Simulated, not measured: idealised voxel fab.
A process module follows: voxel wiring stack.
Displayed cross-section: cut, width of 145 nm, square cells sized 5 nm.
Square cells in a grid make up a cross-section in this document, and the grid is given as bands, listed from the top down, each one or more rows of cells.
Look at the band entry: it leads with the top's height and the bottom's height in nm. Then it lists the materials left to right, with a width in nm for each. The word "everywhere" on a single material says that material fills the band edge to edge. The word "air" is empty space.
Convention: height 0 is the level below which the wafer, as received, is all one material. The lowest band does not terminate at the bottom but continues downward, represented as "z 0 and below".
The width entry "30..40" should be interpreted row by row: the top row of cells in the band takes the first number, the bottom row takes the second number, and the change between adjacent rows is uniform throughout.
"remained the same" means the step left every cell of the cross-section as it was.
Entry "Unvented voids" = empty spaces >= 8 cells with no open way to the top; each as width x height at distance, distance from left edge, all nm.
It should be noted that, on the line of a given step, the content following the step's settings is a remark produced by the simulator itself with respect to that step.
overlay nm: right-of-plan distance of the mask on a masked step; negative values mean left-of-plan.
## The process steps that were planned are listed below
- 1: RECEIVE [material Si]
- 2: CONFORMAL_DEP [material SiO2] [thk nm 15]
- 3: CONFORMAL_DEP [material SiN] [thk nm 5]
- 4: DIRECTIONAL_DEP [material lowk] [thk nm 15]
- 5: PATTERN [tone open] [mask id METAL_1] [material resist] [width nm 25] [pitch nm 45] [thk nm 20] [overlay nm 0]
- 6: DIRECTIONAL_ETCH [etch materials lowk] [depth nm 15]
- 7: DIRECTIONAL_ETCH [etch materials SiN] [depth nm 5]
- 8: STRIP [etch materials resist]
- 9: CONFORMAL_DEP [material TiN] [thk nm 5]
- 10: FILL_DEP [material W] [thk nm 5]
- 11: CMP [height nm 35]
- 12: CONFORMAL_DEP [material SiCN] [thk nm 5]
- 13: DIRECTIONAL_DEP [material lowk] [thk nm 15]
- 14: PATTERN [tone open] [mask id PLUG_1] [material resist] [width nm 15] [thk nm 20] [overlay nm 0]
- 15: DIRECTIONAL_ETCH [etch materials lowk] [depth nm 15]
- 16: DIRECTIONAL_ETCH [etch materials SiCN] [depth nm 5]
- 17: STRIP [etch materials resist]
- 18: EPI [material Ru] [thk nm 10]
- 19: EPI [material Ru] [thk nm 10]
- 20: DIRECTIONAL_DEP [material TiN] [thk nm 5]
- 21: DIRECTIONAL_DEP [material W] [thk nm 25]
- 22: DIRECTIONAL_DEP [material aC] [thk nm 15]
- 23: PATTERN [tone cover] [mask id METAL_2] [material resist] [width nm 25] [pitch nm 45] [thk nm 35] [overlay nm 0]
- 24: DIRECTIONAL_ETCH [etch materials aC] [depth nm 15]
- 25: STRIP [etch materials resist]
- 26: DIRECTIONAL_ETCH [etch materials W] [depth nm 25]
- 27: DIRECTIONAL_ETCH [etch materials TiN] [depth nm 5]
- 28: STRIP [etch materials aC]
- 29: FILL_DEP [material lowk] [thk nm 5]
- 30: CMP [height nm 85]
- 31: CONFORMAL_DEP [material SiN] [thk nm 5]
It is noted that the wafers described herein are identical at the outset and are distinguished by the width nm of step 14; the value stated in the plan corresponds to the first wafer.
## Cross-section, first of several wafers, as delivered after step 1
* z 0 and below = Si everywhere
* Unvented voids: none
## The table below has one row for each wafer; a row shows, as of the end of the module, how many cells of each material the wafer has gained, marked (+), or lost, marked (-), since it was received, and then the wafer's closed voids
width nm 15, +12 Ru, +26 SiCN, +48 SiN, +87 SiO2, +32 TiN, +68 W, +249 lowk, Unvented voids: none
width nm 20, +16 Ru, +25 SiCN, +48 SiN, +87 SiO2, +32 TiN, +68 W, +246 lowk, Unvented voids: none
width nm 25, +20 Ru, +24 SiCN, +48 SiN, +87 SiO2, +32 TiN, +68 W, +243 lowk, Unvented voids: none
width nm 30, +24 Ru, +23 SiCN, +48 SiN, +87 SiO2, +32 TiN, +68 W, +240 lowk, Unvented voids: none
